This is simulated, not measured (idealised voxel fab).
process module | voxel released beams
cross-section cut | 245 nm wide | cells 5 nm
A cross-section is a grid of square cells, given in bands from the top down. A band is one or more rows of cells.
Each band's line starts with the height of the band's top and of its bottom, in nm. Then come its materials from left to right, each with its width in nm. One material with "throughout" fills the band from edge to edge. "air" is empty space.
Height 0 is the level under which the wafer as received is all one material. The lowest band goes on downwards, as in "0 down".
A width such as "30 to 40" changes by the same amount from each row of cells to the next, from the band's top row to its bottom row.
"no change" after a step means that no cell of the cross-section changed.
closed voids: empty space of 8 cells or more with no open way to the top, each as width x height at its distance from the left edge, in nm
after a step's settings: what the simulator itself notes on the step
overlay nm, on a step with a mask: how far to the right of its planned place the mask lay; to the left if negative
plan
1 op RECEIVE | material Si
2 op CONFORMAL_DEP | material SiN | thk nm 10
3 op DIRECTIONAL_DEP | material SiO2 | thk nm 15
4 op PATTERN | tone open | mask id ANCHOR | material resist | width nm 45 | thk nm 15 | overlay nm 0
5 op DIRECTIONAL_ETCH | etch materials SiO2 | depth nm 15
6 op STRIP | etch materials resist
7 op CONFORMAL_DEP | material TiN | thk nm 15
8 op PATTERN | tone cover | mask id BEAM | material resist | width nm 95 | thk nm 15 | overlay nm 0
9 op DIRECTIONAL_ETCH | etch materials TiN | depth nm 15
10 op STRIP | etch materials resist
11 op STRIP | etch materials SiO2
as received, after step 1
  0 down: Si throughout
  closed voids: none
a wafer at the end: this start, this plan, one mistake
  40 to 25: air 70 | TiN 95 | air 80
  25 to 10: TiN throughout
  10 to 0: SiN throughout
  0 down: Si throughout
  closed voids: none
what went wrong: step 3 ran as: op DIRECTIONAL_DEP | material TiN | thk nm 15
